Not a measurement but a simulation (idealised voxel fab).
Presented below is a process module, voxel capacitor over wiring.
In the cross-section labelled cut, the width is 180 nm and each square cell is 5 nm.
Cross-section, as written here: a square-cell grid given band by band from the top down, where a band holds one or more rows of cells. For a band, the entry starts with two heights in nm, that of the top and then that of the bottom, and carries on with the band's materials in order from left to right, each alongside its width in nm; the word "all across" beside a single material means it fills the band edge to edge, and "empty" means empty space. Measure heights from 0. That's the level where, below it, the as-received wafer is all one material. The lowest band is bottomless and extends downward; write it as in "0..down". Per-row width for "30 to 40": begins at first number (top row of band), ends at second number (bottom row), increment between rows held constant. Basically "nothing changed" means that step didn't change any cell in the cross-section. Basically, "Enclosed void list" tells you about the enclosed voids: empty spaces with no open way to the top, 8 cells or bigger, each written width x height at distance, where distance is from the left edge, all in nm. What comes after the settings on a step's line is commentary from the simulator itself on that step. overlay nm: how far to the right of its planned place the mask lay on this masked step (negative: to the left).
[Here's what the planned process steps look like]
1: RECEIVE: material Si
2: CONFORMAL_DEP: material SiO2, thk nm 15
3: CONFORMAL_DEP: material SiCN, thk nm 5
4: DIRECTIONAL_DEP: material SiO2, thk nm 25
5: MASKED_ETCH: tone open, mask id METAL_1, width nm 25, pitch nm 75, etch materials SiO2, depth nm 25, overlay nm 0
6: MASKED_ETCH: tone open, mask id METAL_1, width nm 25, pitch nm 75, etch materials SiCN, depth nm 5, overlay nm 0
7: CONFORMAL_DEP: material TiN, thk nm 5
8: FILL_DEP: material W, thk nm 10
9: CMP: height nm 45
10: CONFORMAL_DEP: material SiCN, thk nm 5
11: DIRECTIONAL_DEP: material SiO2, thk nm 20
12: MASKED_ETCH: tone open, mask id PLUG_1, width nm 15, etch materials SiO2, depth nm 20, overlay nm 0
13: MASKED_ETCH: tone open, mask id PLUG_1, width nm 15, etch materials SiCN, depth nm 5, overlay nm 0
14: EPI: material Ru, thk nm 10
15: EPI: material Ru, thk nm 10
16: EPI: material Ru, thk nm 5
17: DIRECTIONAL_DEP: material TiN, thk nm 10
18: DIRECTIONAL_DEP: material SiN, thk nm 5
19: DIRECTIONAL_DEP: material TiN, thk nm 10
20: MASKED_ETCH: tone cover, mask id UPPER_PLATE, width nm 55, etch materials TiN, depth nm 10, overlay nm 0
21: MASKED_ETCH: tone cover, mask id UPPER_PLATE, width nm 55, etch materials SiN, depth nm 5, overlay nm 0
22: PATTERN: tone cover, mask id LOWER_PLATE, material resist, width nm 65, thk nm 20, overlay nm 0
23: DIRECTIONAL_ETCH: etch materials TiN, depth nm 10
24: STRIP: etch materials resist
25: FILL_DEP: material SiO2, thk nm 15
26: CMP: height nm 105
27: MASKED_ETCH: tone open, mask id PLUG_2, width nm 15, etch materials SiO2, depth nm 10, overlay nm 0
28: CONFORMAL_DEP: material TiN, thk nm 5
29: FILL_DEP: material Cu, thk nm 10
30: CMP: height nm 105
31: CONFORMAL_DEP: material SiN, thk nm 5
[Cross-section of the wafer as it came to us, i.e., already through step 1]
- 0..down | Si all across
- Enclosed void list: none
[Run as planned - first of the two wafers cross-sectioned at the end of the module]
- 110..105 | SiN all across
- 105..100 | 60 of SiO2; 5 of TiN; 5 of Cu; 5 of TiN; 105 of SiO2
- 100..95 | 60 of SiO2; 15 of TiN; 105 of SiO2
- 95..85 | 50 of SiO2; 55 of TiN; 75 of SiO2
- 85..80 | 50 of SiO2; 55 of SiN; 75 of SiO2
- 80..70 | 45 of SiO2; 65 of TiN; 70 of SiO2
- 70..50 | 50 of SiO2; 15 of Ru; 115 of SiO2
- 50..45 | 50 of SiCN; 15 of Ru; 115 of SiCN
- 45..20 | 40 of SiO2; 5 of TiN; 15 of W; 5 of TiN; 50 of SiO2; 5 of TiN; 15 of W; 5 of TiN; 40 of SiO2
- 20..15 | 40 of SiCN; 25 of TiN; 50 of SiCN; 25 of TiN; 40 of SiCN
- 15..0 | SiO2 all across
- 0..down | Si all across
- Enclosed void list: none
[So this is wafer number two of the two, cut at the end of the module - it started where the first did and had the same plan, we just got one thing wrong running it]
- 110..105 | SiN all across
- 105..100 | 50 of SiO2; 55 of TiN; 75 of SiO2
- 100..95 | 50 of SiO2; 55 of SiN; 75 of SiO2
- 95..85 | 45 of SiO2; 65 of TiN; 70 of SiO2
- 85..65 | 50 of SiO2; 15 of Ru; 115 of SiO2
- 65..60 | 50 of SiCN; 15 of Ru; 115 of SiCN
- 60..50 | W all across
- 50..45 | 45 of TiN; 15 of W; 60 of TiN; 15 of W; 45 of TiN
- 45..20 | 40 of SiO2; 5 of TiN; 15 of W; 5 of TiN; 50 of SiO2; 5 of TiN; 15 of W; 5 of TiN; 40 of SiO2
- 20..15 | 40 of SiCN; 25 of TiN; 50 of SiCN; 25 of TiN; 40 of SiCN
- 15..0 | SiO2 all across
- 0..down | Si all across
- Enclosed void list: none
The plan and the run diverged here: step 9 was dropped from the plan's execution and never run
Final difference in cells, second wafer against first, listed per material as more or fewer: Cu: 1 fewer; SiO2: 91 fewer; TiN: 14 more; W: 78 more
